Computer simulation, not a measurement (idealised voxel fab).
Module name: voxel capacitor over wiring (process module)
Xsec cut, 230 nm wide, square cell size 5 nm.
When this document writes out a cross-section, it uses a grid of square cells and lists it as bands, beginning at the top and moving down, with a band standing for one or more rows of cells.
Band: top height; bottom height; in nm. Then, left to right: material with width in nm, for each material. "edge to edge": a single material spanning edge to edge. "blank": empty space.
Convention: height 0 is the level below which the wafer, as received, is all one material. The lowest band does not terminate at the bottom but continues downward, represented as "from 0 down".
When a width is written as two numbers, as in "30->40", the first number is the width in the top row of cells of the band and the second is the width in its bottom row, and the width changes by the same amount from each row to the next.
"nothing was modified", as given for a step, is the statement that not any cell of the cross-section underwent a change during that step.
So "Closed void inventory" is basically the list of trapped voids: any empty space of 8 cells or more that can't reach the top through an opening. They're written width x height at distance, the distance being from the left edge, and it's all nm.
Note: text after step settings on the step line = simulator remark on that step.
The "overlay nm" setting may appear on a step's line; for a step that uses a mask, it gives how far to the right of its planned position the mask lay, and a negative value indicates the left.
Below you will find pairs of cross-sections. In each, one shows the wafer before one process step and the other after it, with the after view ending at the lowest band that changed. Under each pair is the step separating them, along with its settings. Do not assume the pairs form a chain: they can come from different runs of this module on the same starting wafer, and a pair continues from the pair above it only when its "State on entry" entry says so.

-- State on entry
> from 80 to 65 = SiO2 edge to edge
> from 65 to 60 = 65 SiO2; 75 TiN; 90 SiO2
> from 60 to 55 = 65 SiO2; 75 SiN; 90 SiO2
> from 55 to 50 = 60 SiO2; 90 TiN; 80 SiO2
> from 50 to 40 = 65 SiO2; 5 TiN; 5 Cu; 5 TiN; 150 SiO2
> from 40 to 35 = 65 SiCN; 15 TiN; 150 SiCN
> from 35 to 15 = 55 SiO2; 5 TiN; 15 Cu; 5 TiN; 70 SiO2; 5 TiN; 15 Cu; 5 TiN; 55 SiO2
> from 15 to 10 = 55 SiCN; 25 TiN; 70 SiCN; 25 TiN; 55 SiCN
> from 10 to 0 = SiO2 edge to edge
> from 0 down = Si edge to edge
> Closed void inventory: none

-- Sectional View, Post-Process
> from 75 to 65 = SiO2 edge to edge
> Below 65, no change.
> Closed void inventory: none
For reference, the processing step occurring between the two cross-sections presented above is as follows: CMP with height nm 75

State on entry: The structure entering this step is exactly what the pair just above shows after its step.

-- Sectional View, Post-Process
> from 90 to 75 = aC edge to edge
> Below 75, no change.
> Closed void inventory: none
For reference, the processing step occurring between the two cross-sections presented above is as follows: DIRECTIONAL_DEP with material aC, thk nm 15

State on entry: The structure entering this step is exactly what the pair just above shows after its step.

-- Sectional View, Post-Process
> from 120 to 90 = 75 resist; 15 blank; 140 resist
> Below 90, no change.
> Closed void inventory: none
For reference, the processing step occurring between the two cross-sections presented above is as follows: PATTERN with tone open, mask id PLUG_2, material resist, width nm 15, thk nm 30, overlay nm 0

State on entry: The structure entering this step is exactly what the pair just above shows after its step.

-- Sectional View, Post-Process
> from 105 to 90 = 75 resist; 15 blank; 140 resist
> from 90 to 75 = 75 aC; 15 blank; 140 aC
> Below 75, no change.
> Closed void inventory: none
For reference, the processing step occurring between the two cross-sections presented above is as follows: DIRECTIONAL_ETCH with etch materials aC, depth nm 15

State on entry: The structure entering this step is exactly what the pair just above shows after its step.

-- Sectional View, Post-Process
> from 90 to 75 = 75 aC; 15 blank; 140 aC
> Below 75, no change.
> Closed void inventory: none
For reference, the processing step occurring between the two cross-sections presented above is as follows: STRIP with etch materials resist

State on entry: The structure entering this step is exactly what the pair just above shows after its step.

-- Sectional View, Post-Process
> from 90 to 75 = 75 aC; 15 blank; 140 aC
> from 75 to 65 = 75 SiO2; 15 blank; 140 SiO2
> Below 65, no change.
> Closed void inventory: none
For reference, the processing step occurring between the two cross-sections presented above is as follows: DIRECTIONAL_ETCH with etch materials SiO2, depth nm 10

State on entry: The structure entering this step is exactly what the pair just above shows after its step.

-- Sectional View, Post-Process
> from 75 to 65 = 75 SiO2; 15 blank; 140 SiO2
> Below 65, no change.
> Closed void inventory: none
For reference, the processing step occurring between the two cross-sections presented above is as follows: STRIP with etch materials aC

State on entry: The structure entering this step is exactly what the pair just above shows after its step.

-- Sectional View, Post-Process
> from 80 to 75 = 80 TiN; 5 blank; 145 TiN
> from 75 to 70 = 75 SiO2; 5 TiN; 5 blank; 5 TiN; 140 SiO2
> from 70 to 60 = 75->65 SiO2; 15->75 TiN; 140->90 SiO2
> Below 60, no change.
> Closed void inventory: none
For reference, the processing step occurring between the two cross-sections presented above is as follows: CONFORMAL_DEP with material TiN, thk nm 5

State on entry: The structure entering this step is exactly what the pair just above shows after its step.

-- Sectional View, Post-Process
> from 90 to 80 = W edge to edge
> from 80 to 75 = 80 TiN; 5 W; 145 TiN
> from 75 to 70 = 75 SiO2; 5 TiN; 5 W; 5 TiN; 140 SiO2
> Below 70, no change.
> Closed void inventory: none
For reference, the processing step occurring between the two cross-sections presented above is as follows: FILL_DEP with material W, thk nm 10

State on entry: The structure entering this step is exactly what the pair just above shows after its step.

-- Sectional View, Post-Process
> from 75 to 70 = 75 SiO2; 5 TiN; 5 W; 5 TiN; 140 SiO2
> Below 70, no change.
> Closed void inventory: none
For reference, the processing step occurring between the two cross-sections presented above is as follows: CMP with height nm 75

State on entry: The structure entering this step is exactly what the pair just above shows after its step.

-- Sectional View, Post-Process
> from 80 to 75 = SiN edge to edge
> Below 75, no change.
> Closed void inventory: none
For reference, the processing step occurring between the two cross-sections presented above is as follows: CONFORMAL_DEP with material SiN, thk nm 5

-- State on entry
> from 45 to 35 = aC edge to edge
> from 35 to 15 = SiO2 edge to edge
> from 15 to 10 = SiCN edge to edge
> from 10 to 0 = SiO2 edge to edge
> from 0 down = Si edge to edge
> Closed void inventory: none

-- Sectional View, Post-Process
> from 70 to 45 = 45 resist; 25 blank; 70 resist; 25 blank; 65 resist
> Below 45, no change.
> Closed void inventory: none
For reference, the processing step occurring between the two cross-sections presented above is as follows: PATTERN with tone open, mask id METAL_1, material resist, width nm 25, pitch nm 95, thk nm 25, overlay nm -10

State on entry: The structure entering this step is exactly what the pair just above shows after its step.

-- Sectional View, Post-Process
> from 60 to 45 = 45 resist; 25 blank; 70 resist; 25 blank; 65 resist
> from 45 to 35 = 45 aC; 25 blank; 70 aC; 25 blank; 65 aC
> Below 35, no change.
> Closed void inventory: none
For reference, the processing step occurring between the two cross-sections presented above is as follows: DIRECTIONAL_ETCH with etch materials aC, depth nm 10

State on entry: The structure entering this step is exactly what the pair just above shows after its step.

-- Sectional View, Post-Process
> from 45 to 35 = 45 aC; 25 blank; 70 aC; 25 blank; 65 aC
> Below 35, no change.
> Closed void inventory: none
For reference, the processing step occurring between the two cross-sections presented above is as follows: STRIP with etch materials resist

State on entry: The structure entering this step is exactly what the pair just above shows after its step.

-- Sectional View, Post-Process
> from 45 to 35 = 45 aC; 25 blank; 70 aC; 25 blank; 65 aC
> from 35 to 15 = 45 SiO2; 25 blank; 70 SiO2; 25 blank; 65 SiO2
> Below 15, no change.
> Closed void inventory: none
For reference, the processing step occurring between the two cross-sections presented above is as follows: DIRECTIONAL_ETCH with etch materials SiO2, depth nm 20

State on entry: The structure entering this step is exactly what the pair just above shows after its step.

-- Sectional View, Post-Process
> from 45 to 35 = 45 aC; 25 blank; 70 aC; 25 blank; 65 aC
> from 35 to 15 = 45 SiO2; 25 blank; 70 SiO2; 25 blank; 65 SiO2
> from 15 to 10 = 45 SiCN; 25 blank; 70 SiCN; 25 blank; 65 SiCN
> Below 10, no change.
> Closed void inventory: none
For reference, the processing step occurring between the two cross-sections presented above is as follows: DIRECTIONAL_ETCH with etch materials SiCN, depth nm 5

State on entry: The structure entering this step is exactly what the pair just above shows after its step.

-- Sectional View, Post-Process
> from 35 to 15 = 45 SiO2; 25 blank; 70 SiO2; 25 blank; 65 SiO2
> Below 15, no change.
> Closed void inventory: none
For reference, the processing step occurring between the two cross-sections presented above is as follows: STRIP with etch materials aC

State on entry: The structure entering this step is exactly what the pair just above shows after its step.

-- Sectional View, Post-Process
> from 40 to 35 = 50 TiN; 15 blank; 80 TiN; 15 blank; 70 TiN
> from 35 to 15 = 45 SiO2; 5 TiN; 15 blank; 5 TiN; 70 SiO2; 5 TiN; 15 blank; 5 TiN; 65 SiO2
> from 15 to 10 = 45 SiCN; 25 TiN; 70 SiCN; 25 TiN; 65 SiCN
> Below 10, no change.
> Closed void inventory: none
For reference, the processing step occurring between the two cross-sections presented above is as follows: CONFORMAL_DEP with material TiN, thk nm 5

State on entry: The structure entering this step is exactly what the pair just above shows after its step.

-- Sectional View, Post-Process
> from 50 to 40 = Cu edge to edge
> from 40 to 35 = 50 TiN; 15 Cu; 80 TiN; 15 Cu; 70 TiN
> from 35 to 15 = 45 SiO2; 5 TiN; 15 Cu; 5 TiN; 70 SiO2; 5 TiN; 15 Cu; 5 TiN; 65 SiO2
> Below 15, no change.
> Closed void inventory: none
For reference, the processing step occurring between the two cross-sections presented above is as follows: FILL_DEP with material Cu, thk nm 10

State on entry: The structure entering this step is exactly what the pair just above shows after its step.

-- Sectional View, Post-Process
> from 35 to 15 = 45 SiO2; 5 TiN; 15 Cu; 5 TiN; 70 SiO2; 5 TiN; 15 Cu; 5 TiN; 65 SiO2
> Below 15, no change.
> Closed void inventory: none
For reference, the processing step occurring between the two cross-sections presented above is as follows: CMP with height nm 35

State on entry: The structure entering this step is exactly what the pair just above shows after its step.

-- Sectional View, Post-Process
> from 40 to 35 = SiCN edge to edge
> Below 35, no change.
> Closed void inventory: none
For reference, the processing step occurring between the two cross-sections presented above is as follows: CONFORMAL_DEP with material SiCN, thk nm 5

State on entry: The structure entering this step is exactly what the pair just above shows after its step.

-- Sectional View, Post-Process
> from 50 to 40 = SiO2 edge to edge
> Below 40, no change.
> Closed void inventory: none
For reference, the processing step occurring between the two cross-sections presented above is as follows: DIRECTIONAL_DEP with material SiO2, thk nm 10

State on entry: The structure entering this step is exactly what the pair just above shows after its step.

-- Sectional View, Post-Process
> from 65 to 50 = 65 resist; 15 blank; 150 resist
> Below 50, no change.
> Closed void inventory: none
For reference, the processing step occurring between the two cross-sections presented above is as follows: PATTERN with tone open, mask id PLUG_1, material resist, width nm 15, thk nm 15, overlay nm 0

State on entry: The structure entering this step is exactly what the pair just above shows after its step.

-- Sectional View, Post-Process
> from 65 to 50 = 65 resist; 15 blank; 150 resist
> from 50 to 40 = 65 SiO2; 15 blank; 150 SiO2
> Below 40, no change.
> Closed void inventory: none
For reference, the processing step occurring between the two cross-sections presented above is as follows: DIRECTIONAL_ETCH with etch materials SiO2, depth nm 10

State on entry: The structure entering this step is exactly what the pair just above shows after its step.

-- Sectional View, Post-Process
> from 65 to 50 = 65 resist; 15 blank; 150 resist
> from 50 to 40 = 65 SiO2; 15 blank; 150 SiO2
> from 40 to 35 = 65 SiCN; 15 blank; 150 SiCN
> Below 35, no change.
> Closed void inventory: none
For reference, the processing step occurring between the two cross-sections presented above is as follows: DIRECTIONAL_ETCH with etch materials SiCN, depth nm 5

State on entry: The structure entering this step is exactly what the pair just above shows after its step.

-- Sectional View, Post-Process
> from 50 to 40 = 65 SiO2; 15 blank; 150 SiO2
> Below 40, no change.
> Closed void inventory: none
For reference, the processing step occurring between the two cross-sections presented above is as follows: STRIP with etch materials resist

State on entry: The structure entering this step is exactly what the pair just above shows after its step.

-- Sectional View, Post-Process
> from 55 to 50 = 70 TiN; 5 blank; 155 TiN
> from 50 to 40 = 65 SiO2; 5 TiN; 5 blank; 5 TiN; 150 SiO2
> from 40 to 35 = 65 SiCN; 15 TiN; 150 SiCN
> Below 35, no change.
> Closed void inventory: none
For reference, the processing step occurring between the two cross-sections presented above is as follows: CONFORMAL_DEP with material TiN, thk nm 5

State on entry: The structure entering this step is exactly what the pair just above shows after its step.

-- Sectional View, Post-Process
> from 65 to 55 = Cu edge to edge
> from 55 to 50 = 70 TiN; 5 Cu; 155 TiN
> from 50 to 40 = 65 SiO2; 5 TiN; 5 Cu; 5 TiN; 150 SiO2
> Below 40, no change.
> Closed void inventory: none
For reference, the processing step occurring between the two cross-sections presented above is as follows: FILL_DEP with material Cu, thk nm 10

State on entry: The structure entering this step is exactly what the pair just above shows after its step.

-- Sectional View, Post-Process
> from 50 to 40 = 65 SiO2; 5 TiN; 5 Cu; 5 TiN; 150 SiO2
> Below 40, no change.
> Closed void inventory: none
For reference, the processing step occurring between the two cross-sections presented above is as follows: CMP with height nm 50

State on entry: The structure entering this step is exactly what the pair just above shows after its step.

-- Sectional View, Post-Process
> from 55 to 50 = TiN edge to edge
> Below 50, no change.
> Closed void inventory: none
For reference, the processing step occurring between the two cross-sections presented above is as follows: DIRECTIONAL_DEP with material TiN, thk nm 5

State on entry: The structure entering this step is exactly what the pair just above shows after its step.

-- Sectional View, Post-Process
> from 60 to 55 = SiN edge to edge
> Below 55, no change.
> Closed void inventory: none
For reference, the processing step occurring between the two cross-sections presented above is as follows: DIRECTIONAL_DEP with material SiN, thk nm 5

State on entry: The structure entering this step is exactly what the pair just above shows after its step.

-- Sectional View, Post-Process
> from 65 to 60 = TiN edge to edge
> Below 60, no change.
> Closed void inventory: none
For reference, the processing step occurring between the two cross-sections presented above is as follows: DIRECTIONAL_DEP with material TiN, thk nm 5

State on entry: The structure entering this step is exactly what the pair just above shows after its step.

-- Sectional View, Post-Process
> from 65 to 60 = 65 blank; 75 TiN; 90 blank
> Below 60, no change.
> Closed void inventory: none
For reference, the processing step occurring between the two cross-sections presented above is as follows: MASKED_ETCH with tone cover, mask id UPPER_PLATE, width nm 75, etch materials TiN, depth nm 5, overlay nm 0

State on entry: The structure entering this step is exactly what the pair just above shows after its step.

-- Sectional View, Post-Process
> from 65 to 60 = 65 blank; 75 TiN; 90 blank
> from 60 to 55 = 65 blank; 75 SiN; 90 blank
> Below 55, no change.
> Closed void inventory: none
For reference, the processing step occurring between the two cross-sections presented above is as follows: MASKED_ETCH with tone cover, mask id UPPER_PLATE, width nm 75, etch materials SiN, depth nm 5, overlay nm 0

State on entry: The structure entering this step is exactly what the pair just above shows after its step.

-- Sectional View, Post-Process
> from 75 to 65 = 65 blank; 75 aC; 90 blank
> from 65 to 60 = 65 aC; 75 TiN; 90 aC
> from 60 to 55 = 65 aC; 75 SiN; 90 aC
> Below 55, no change.
> Closed void inventory: none
For reference, the processing step occurring between the two cross-sections presented above is as follows: DIRECTIONAL_DEP with material aC, thk nm 10

State on entry: The structure entering this step is exactly what the pair just above shows after its step.

-- Sectional View, Post-Process
> from 100 to 75 = 60 blank; 85 resist; 85 blank
> from 75 to 65 = 60 blank; 5 resist; 75 aC; 5 resist; 85 blank
> Below 65, no change.
> Closed void inventory: none
For reference, the processing step occurring between the two cross-sections presented above is as follows: PATTERN with tone cover, mask id LOWER_PLATE, material resist, width nm 85, thk nm 25, overlay nm 0

State on entry: The structure entering this step is exactly what the pair just above shows after its step.

-- Sectional View, Post-Process
> from 90 to 75 = 60 blank; 85 resist; 85 blank
> from 75 to 65 = 60 blank; 5 resist; 75 aC; 5 resist; 85 blank
> from 65 to 60 = 60 blank; 5 aC; 75 TiN; 5 aC; 85 blank
> from 60 to 55 = 60 blank; 5 aC; 75 SiN; 5 aC; 85 blank
> Below 55, no change.
> Closed void inventory: none
For reference, the processing step occurring between the two cross-sections presented above is as follows: DIRECTIONAL_ETCH with etch materials aC, depth nm 10

State on entry: The structure entering this step is exactly what the pair just above shows after its step.

-- Sectional View, Post-Process
> from 75 to 65 = 65 blank; 75 aC; 90 blank
> Below 65, no change.
> Closed void inventory: none
For reference, the processing step occurring between the two cross-sections presented above is as follows: STRIP with etch materials resist

State on entry: The structure entering this step is exactly what the pair just above shows after its step.

-- Sectional View, Post-Process
> from 75 to 65 = 65 blank; 75 aC; 90 blank
> from 65 to 60 = 60 blank; 5 aC; 75 TiN; 5 aC; 85 blank
> from 60 to 55 = 60 blank; 5 aC; 75 SiN; 5 aC; 85 blank
> from 55 to 50 = 60 blank; 85 TiN; 85 blank
> Below 50, no change.
> Closed void inventory: none
For reference, the processing step occurring between the two cross-sections presented above is as follows: DIRECTIONAL_ETCH with etch materials TiN, depth nm 5

State on entry: The structure entering this step is exactly what the pair just above shows after its step.

-- Sectional View, Post-Process
> from 65 to 60 = 65 blank; 75 TiN; 90 blank
> from 60 to 55 = 65 blank; 75 SiN; 90 blank
> Below 55, no change.
> Closed void inventory: none
For reference, the processing step occurring between the two cross-sections presented above is as follows: STRIP with etch materials aC

State on entry: The structure entering this step is exactly what the pair just above shows after its step.

-- Sectional View, Post-Process
> from 80 to 65 = SiO2 edge to edge
> from 65 to 60 = 65 SiO2; 75 TiN; 90 SiO2
> from 60 to 55 = 65 SiO2; 75 SiN; 90 SiO2
> from 55 to 50 = 60 SiO2; 85 TiN; 85 SiO2
> Below 50, no change.
> Closed void inventory: none
For reference, the processing step occurring between the two cross-sections presented above is as follows: FILL_DEP with material SiO2, thk nm 15

State on entry: The structure entering this step is exactly what the pair just above shows after its step.

-- Sectional View, Post-Process
> from 75 to 65 = SiO2 edge to edge
> Below 65, no change.
> Closed void inventory: none
For reference, the processing step occurring between the two cross-sections presented above is as follows: CMP with height nm 75

State on entry: The structure entering this step is exactly what the pair just above shows after its step.

-- Sectional View, Post-Process
> from 90 to 75 = aC edge to edge
> Below 75, no change.
> Closed void inventory: none
For reference, the processing step occurring between the two cross-sections presented above is as follows: DIRECTIONAL_DEP with material aC, thk nm 15

State on entry: The structure entering this step is exactly what the pair just above shows after its step.

-- Sectional View, Post-Process
> from 120 to 90 = 75 resist; 15 blank; 140 resist
> Below 90, no change.
> Closed void inventory: none
For reference, the processing step occurring between the two cross-sections presented above is as follows: PATTERN with tone open, mask id PLUG_2, material resist, width nm 15, thk nm 30, overlay nm 0

State on entry: The structure entering this step is exactly what the pair just above shows after its step.

-- Sectional View, Post-Process
> from 105 to 90 = 75 resist; 15 blank; 140 resist
> from 90 to 75 = 75 aC; 15 blank; 140 aC
> Below 75, no change.
> Closed void inventory: none
For reference, the processing step occurring between the two cross-sections presented above is as follows: DIRECTIONAL_ETCH with etch materials aC, depth nm 15

State on entry: The structure entering this step is exactly what the pair just above shows after its step.

-- Sectional View, Post-Process
> from 90 to 75 = 75 aC; 15 blank; 140 aC
> Below 75, no change.
> Closed void inventory: none
For reference, the processing step occurring between the two cross-sections presented above is as follows: STRIP with etch materials resist

State on entry: The structure entering this step is exactly what the pair just above shows after its step.

-- Sectional View, Post-Process
> from 90 to 75 = 75 aC; 15 blank; 140 aC
> from 75 to 65 = 75 SiO2; 15 blank; 140 SiO2
> Below 65, no change.
> Closed void inventory: none
For reference, the processing step occurring between the two cross-sections presented above is as follows: DIRECTIONAL_ETCH with etch materials SiO2, depth nm 10

State on entry: The structure entering this step is exactly what the pair just above shows after its step.

-- Sectional View, Post-Process
> from 75 to 65 = 75 SiO2; 15 blank; 140 SiO2
> Below 65, no change.
> Closed void inventory: none
For reference, the processing step occurring between the two cross-sections presented above is as follows: STRIP with etch materials aC

State on entry: The structure entering this step is exactly what the pair just above shows after its step.

-- Sectional View, Post-Process
> from 80 to 75 = 80 TiN; 5 blank; 145 TiN
> from 75 to 70 = 75 SiO2; 5 TiN; 5 blank; 5 TiN; 140 SiO2
> from 70 to 60 = 75->65 SiO2; 15->75 TiN; 140->90 SiO2
> Below 60, no change.
> Closed void inventory: none
For reference, the processing step occurring between the two cross-sections presented above is as follows: CONFORMAL_DEP with material TiN, thk nm 5

State on entry: The structure entering this step is exactly what the pair just above shows after its step.

-- Sectional View, Post-Process
> from 90 to 80 = W edge to edge
> from 80 to 75 = 80 TiN; 5 W; 145 TiN
> from 75 to 70 = 75 SiO2; 5 TiN; 5 W; 5 TiN; 140 SiO2
> Below 70, no change.
> Closed void inventory: none
For reference, the processing step occurring between the two cross-sections presented above is as follows: FILL_DEP with material W, thk nm 10

State on entry: The structure entering this step is exactly what the pair just above shows after its step.

-- Sectional View, Post-Process
> from 75 to 70 = 75 SiO2; 5 TiN; 5 W; 5 TiN; 140 SiO2
> Below 70, no change.
> Closed void inventory: none
For reference, the processing step occurring between the two cross-sections presented above is as follows: CMP with height nm 75

State on entry: The structure entering this step is exactly what the pair just above shows after its step.

-- Sectional View, Post-Process
> from 80 to 75 = SiN edge to edge
> Below 75, no change.
> Closed void inventory: none
For reference, the processing step occurring between the two cross-sections presented above is as follows: CONFORMAL_DEP with material SiN, thk nm 5

-- State on entry
> from 55 to 50 = 70 TiN; 5 blank; 155 TiN
> from 50 to 40 = 65 SiO2; 5 TiN; 5 blank; 5 TiN; 150 SiO2
> from 40 to 35 = 65 SiCN; 15 TiN; 150 SiCN
> from 35 to 15 = 55 SiO2; 5 TiN; 15 Cu; 5 TiN; 70 SiO2; 5 TiN; 15 Cu; 5 TiN; 55 SiO2
> from 15 to 10 = 55 SiCN; 25 TiN; 70 SiCN; 25 TiN; 55 SiCN
> from 10 to 0 = SiO2 edge to edge
> from 0 down = Si edge to edge
> Closed void inventory: none

-- Sectional View, Post-Process
> from 65 to 55 = SiO2 edge to edge
> from 55 to 50 = 70 TiN; 5 SiO2; 155 TiN
> from 50 to 40 = 65 SiO2; 5 TiN; 5 SiO2; 5 TiN; 150 SiO2
> Below 40, no change.
> Closed void inventory: none
For reference, the processing step occurring between the two cross-sections presented above is as follows: FILL_DEP with material SiO2, thk nm 10

State on entry: The structure entering this step is exactly what the pair just above shows after its step.

-- Sectional View, Post-Process
> from 50 to 40 = 65 SiO2; 5 TiN; 5 SiO2; 5 TiN; 150 SiO2
> Below 40, no change.
> Closed void inventory: none
For reference, the processing step occurring between the two cross-sections presented above is as follows: CMP with height nm 50

State on entry: The structure entering this step is exactly what the pair just above shows after its step.

-- Sectional View, Post-Process
> from 55 to 50 = TiN edge to edge
> Below 50, no change.
> Closed void inventory: none
For reference, the processing step occurring between the two cross-sections presented above is as follows: DIRECTIONAL_DEP with material TiN, thk nm 5

State on entry: The structure entering this step is exactly what the pair just above shows after its step.

-- Sectional View, Post-Process
> from 60 to 55 = SiN edge to edge
> Below 55, no change.
> Closed void inventory: none
For reference, the processing step occurring between the two cross-sections presented above is as follows: DIRECTIONAL_DEP with material SiN, thk nm 5

State on entry: The structure entering this step is exactly what the pair just above shows after its step.

-- Sectional View, Post-Process
> from 65 to 60 = TiN edge to edge
> Below 60, no change.
> Closed void inventory: none
For reference, the processing step occurring between the two cross-sections presented above is as follows: DIRECTIONAL_DEP with material TiN, thk nm 5

State on entry: The structure entering this step is exactly what the pair just above shows after its step.

-- Sectional View, Post-Process
> from 65 to 60 = 65 blank; 75 TiN; 90 blank
> Below 60, no change.
> Closed void inventory: none
For reference, the processing step occurring between the two cross-sections presented above is as follows: MASKED_ETCH with tone cover, mask id UPPER_PLATE, width nm 75, etch materials TiN, depth nm 5, overlay nm 0

State on entry: The structure entering this step is exactly what the pair just above shows after its step.

-- Sectional View, Post-Process
> from 65 to 60 = 65 blank; 75 TiN; 90 blank
> from 60 to 55 = 65 blank; 75 SiN; 90 blank
> Below 55, no change.
> Closed void inventory: none
For reference, the processing step occurring between the two cross-sections presented above is as follows: MASKED_ETCH with tone cover, mask id UPPER_PLATE, width nm 75, etch materials SiN, depth nm 5, overlay nm 0

State on entry: The structure entering this step is exactly what the pair just above shows after its step.

-- Sectional View, Post-Process
> from 75 to 65 = 65 blank; 75 aC; 90 blank
> from 65 to 60 = 65 aC; 75 TiN; 90 aC
> from 60 to 55 = 65 aC; 75 SiN; 90 aC
> Below 55, no change.
> Closed void inventory: none
For reference, the processing step occurring between the two cross-sections presented above is as follows: DIRECTIONAL_DEP with material aC, thk nm 10

State on entry: The structure entering this step is exactly what the pair just above shows after its step.

-- Sectional View, Post-Process
> from 100 to 75 = 60 blank; 85 resist; 85 blank
> from 75 to 65 = 60 blank; 5 resist; 75 aC; 5 resist; 85 blank
> Below 65, no change.
> Closed void inventory: none
For reference, the processing step occurring between the two cross-sections presented above is as follows: PATTERN with tone cover, mask id LOWER_PLATE, material resist, width nm 85, thk nm 25, overlay nm 0

State on entry: The structure entering this step is exactly what the pair just above shows after its step.

-- Sectional View, Post-Process
> from 90 to 75 = 60 blank; 85 resist; 85 blank
> from 75 to 65 = 60 blank; 5 resist; 75 aC; 5 resist; 85 blank
> from 65 to 60 = 60 blank; 5 aC; 75 TiN; 5 aC; 85 blank
> from 60 to 55 = 60 blank; 5 aC; 75 SiN; 5 aC; 85 blank
> Below 55, no change.
> Closed void inventory: none
For reference, the processing step occurring between the two cross-sections presented above is as follows: DIRECTIONAL_ETCH with etch materials aC, depth nm 10

State on entry: The structure entering this step is exactly what the pair just above shows after its step.

-- Sectional View, Post-Process
> from 75 to 65 = 65 blank; 75 aC; 90 blank
> Below 65, no change.
> Closed void inventory: none
For reference, the processing step occurring between the two cross-sections presented above is as follows: STRIP with etch materials resist

State on entry: The structure entering this step is exactly what the pair just above shows after its step.

-- Sectional View, Post-Process
> from 75 to 65 = 65 blank; 75 aC; 90 blank
> from 65 to 60 = 60 blank; 5 aC; 75 TiN; 5 aC; 85 blank
> from 60 to 55 = 60 blank; 5 aC; 75 SiN; 5 aC; 85 blank
> from 55 to 50 = 60 blank; 85 TiN; 85 blank
> Below 50, no change.
> Closed void inventory: none
For reference, the processing step occurring between the two cross-sections presented above is as follows: DIRECTIONAL_ETCH with etch materials TiN, depth nm 5

State on entry: The structure entering this step is exactly what the pair just above shows after its step.

-- Sectional View, Post-Process
> from 65 to 60 = 65 blank; 75 TiN; 90 blank
> from 60 to 55 = 65 blank; 75 SiN; 90 blank
> Below 55, no change.
> Closed void inventory: none
For reference, the processing step occurring between the two cross-sections presented above is as follows: STRIP with etch materials aC

State on entry: The structure entering this step is exactly what the pair just above shows after its step.

-- Sectional View, Post-Process
> from 80 to 65 = SiO2 edge to edge
> from 65 to 60 = 65 SiO2; 75 TiN; 90 SiO2
> from 60 to 55 = 65 SiO2; 75 SiN; 90 SiO2
> from 55 to 50 = 60 SiO2; 85 TiN; 85 SiO2
> Below 50, no change.
> Closed void inventory: none
For reference, the processing step occurring between the two cross-sections presented above is as follows: FILL_DEP with material SiO2, thk nm 15

State on entry: The structure entering this step is exactly what the pair just above shows after its step.

-- Sectional View, Post-Process
> from 75 to 65 = SiO2 edge to edge
> Below 65, no change.
> Closed void inventory: none
For reference, the processing step occurring between the two cross-sections presented above is as follows: CMP with height nm 75

State on entry: The structure entering this step is exactly what the pair just above shows after its step.

-- Sectional View, Post-Process
> from 90 to 75 = aC edge to edge
> Below 75, no change.
> Closed void inventory: none
For reference, the processing step occurring between the two cross-sections presented above is as follows: DIRECTIONAL_DEP with material aC, thk nm 15

State on entry: The structure entering this step is exactly what the pair just above shows after its step.

-- Sectional View, Post-Process
> from 120 to 90 = 75 resist; 15 blank; 140 resist
> Below 90, no change.
> Closed void inventory: none
For reference, the processing step occurring between the two cross-sections presented above is as follows: PATTERN with tone open, mask id PLUG_2, material resist, width nm 15, thk nm 30, overlay nm 0

State on entry: The structure entering this step is exactly what the pair just above shows after its step.

-- Sectional View, Post-Process
> from 105 to 90 = 75 resist; 15 blank; 140 resist
> from 90 to 75 = 75 aC; 15 blank; 140 aC
> Below 75, no change.
> Closed void inventory: none
For reference, the processing step occurring between the two cross-sections presented above is as follows: DIRECTIONAL_ETCH with etch materials aC, depth nm 15

State on entry: The structure entering this step is exactly what the pair just above shows after its step.

-- Sectional View, Post-Process
> from 90 to 75 = 75 aC; 15 blank; 140 aC
> Below 75, no change.
> Closed void inventory: none
For reference, the processing step occurring between the two cross-sections presented above is as follows: STRIP with etch materials resist

State on entry: The structure entering this step is exactly what the pair just above shows after its step.

-- Sectional View, Post-Process
> from 90 to 75 = 75 aC; 15 blank; 140 aC
> from 75 to 65 = 75 SiO2; 15 blank; 140 SiO2
> Below 65, no change.
> Closed void inventory: none
For reference, the processing step occurring between the two cross-sections presented above is as follows: DIRECTIONAL_ETCH with etch materials SiO2, depth nm 10

State on entry: The structure entering this step is exactly what the pair just above shows after its step.

-- Sectional View, Post-Process
> from 75 to 65 = 75 SiO2; 15 blank; 140 SiO2
> Below 65, no change.
> Closed void inventory: none
For reference, the processing step occurring between the two cross-sections presented above is as follows: STRIP with etch materials aC

State on entry: The structure entering this step is exactly what the pair just above shows after its step.

-- Sectional View, Post-Process
> from 80 to 75 = 80 TiN; 5 blank; 145 TiN
> from 75 to 70 = 75 SiO2; 5 TiN; 5 blank; 5 TiN; 140 SiO2
> from 70 to 60 = 75->65 SiO2; 15->75 TiN; 140->90 SiO2
> Below 60, no change.
> Closed void inventory: none
For reference, the processing step occurring between the two cross-sections presented above is as follows: CONFORMAL_DEP with material TiN, thk nm 5

State on entry: The structure entering this step is exactly what the pair just above shows after its step.

-- Sectional View, Post-Process
> from 90 to 80 = W edge to edge
> from 80 to 75 = 80 TiN; 5 W; 145 TiN
> from 75 to 70 = 75 SiO2; 5 TiN; 5 W; 5 TiN; 140 SiO2
> Below 70, no change.
> Closed void inventory: none
For reference, the processing step occurring between the two cross-sections presented above is as follows: FILL_DEP with material W, thk nm 10

State on entry: The structure entering this step is exactly what the pair just above shows after its step.

-- Sectional View, Post-Process
> from 75 to 70 = 75 SiO2; 5 TiN; 5 W; 5 TiN; 140 SiO2
> Below 70, no change.
> Closed void inventory: none
For reference, the processing step occurring between the two cross-sections presented above is as follows: CMP with height nm 75

State on entry: The structure entering this step is exactly what the pair just above shows after its step.

-- Sectional View, Post-Process
> from 80 to 75 = SiN edge to edge
> Below 75, no change.
> Closed void inventory: none
For reference, the processing step occurring between the two cross-sections presented above is as follows: CONFORMAL_DEP with material SiN, thk nm 5
